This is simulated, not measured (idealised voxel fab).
The document below concerns the process module designated voxel self aligned vias.
We display cut, a cross-section 255 nm in width whose square cells are each 5 nm.
Cross-section spec: square-cell grid; bands listed top down; each band is one or more rows.
Heights first: top, then bottom, in nm. Then materials, left to right, each with a width in nm. "throughout" on a single material: fills the band edge to edge. "air": empty space.
Below 0: as-received wafer, all one material; heights counted from there. Lowest band: no bottom, goes on down, written "0 and below".
Graded width ("30->40"): value in top row of band = first number; value in bottom row = second number; row-to-row change constant.
"nothing was modified", as given for a step, is the statement that not any cell of the cross-section underwent a change during that step.
Closed-off voids of 8+ cells (no open route to the top) go in "Cavities, sealed", written width x height at distance from the left edge, in nm.
On each step's line, the part that comes after the settings is the simulator's own comment on the step.
On any step carrying a mask, the "overlay nm" setting, if present on the step's line, tells how far right of its planned place the mask lay; negative values point to the left.
The steps planned for the process are as follows:
1,RECEIVE with material Si
2,CONFORMAL_DEP with material SiO2, thk nm 15
3,CONFORMAL_DEP with material SiCN, thk nm 5
4,DIRECTIONAL_DEP with material SiO2, thk nm 25
5,PATTERN with tone open, mask id LINES, material resist, width nm 25, pitch nm 65, thk nm 20, overlay nm 0
6,DIRECTIONAL_ETCH with etch materials SiO2, depth nm 25
7,STRIP with etch materials resist
8,CONFORMAL_DEP with material TiN, thk nm 5
9,FILL_DEP with material W, thk nm 10
10,CMP with height nm 45
11,SELECTIVE_ETCH with etch materials W Ru TiN, depth nm 5
12,FILL_DEP with material SiN, thk nm 10
13,CMP with height nm 45
14,DIRECTIONAL_DEP with material SiO2, thk nm 20
15,DIRECTIONAL_DEP with material aC, thk nm 15
16,PATTERN with tone open, mask id VIAS, material resist, width nm 45, pitch nm 65, thk nm 30, overlay nm 0
17,DIRECTIONAL_ETCH with etch materials aC, depth nm 15
18,STRIP with etch materials resist
19,DIRECTIONAL_ETCH with etch materials SiO2, depth nm 20
20,DIRECTIONAL_ETCH with etch materials SiN, depth nm 5
21,STRIP with etch materials aC
22,CONFORMAL_DEP with material TiN, thk nm 5
23,FILL_DEP with material W, thk nm 5
24,CMP with height nm 65
25,CONFORMAL_DEP with material SiN, thk nm 5
Cross-section of the wafer as it came to us, i.e., already through step 1:
  0 and below  Si throughout
  Cavities, sealed: none
Wafer cross-section at end of module: start and plan as shown above, one execution error:
  70 down to 65  SiN throughout
  65 down to 50  SiO2 40 nm | TiN 5 nm | W 35 nm | TiN 5 nm | SiO2 20 nm | TiN 5 nm | W 35 nm | TiN 5 nm | SiO2 20 nm | TiN 5 nm | W 35 nm | TiN 5 nm | SiO2 40 nm
  50 down to 45  SiO2 40 nm | TiN 15 nm | W 15 nm | TiN 15 nm | SiO2 20 nm | TiN 15 nm | W 15 nm | TiN 15 nm | SiO2 20 nm | TiN 15 nm | W 15 nm | TiN 15 nm | SiO2 40 nm
  45 down to 40  SiO2 50 nm | TiN 25 nm | SiO2 40 nm | TiN 25 nm | SiO2 40 nm | TiN 25 nm | SiO2 50 nm
  40 down to 25  SiO2 50 nm | TiN 5 nm | W 15 nm | TiN 5 nm | SiO2 40 nm | TiN 5 nm | W 15 nm | TiN 5 nm | SiO2 40 nm | TiN 5 nm | W 15 nm | TiN 5 nm | SiO2 50 nm
  25 down to 20  SiO2 50 nm | TiN 25 nm | SiO2 40 nm | TiN 25 nm | SiO2 40 nm | TiN 25 nm | SiO2 50 nm
  20 down to 15  Ru throughout
  15 down to 0  SiO2 throughout
  0 and below  Si throughout
  Cavities, sealed: none
The plan and the run diverged here: planned and actual differ for step 3; actual: CONFORMAL_DEP with material Ru, thk nm 5
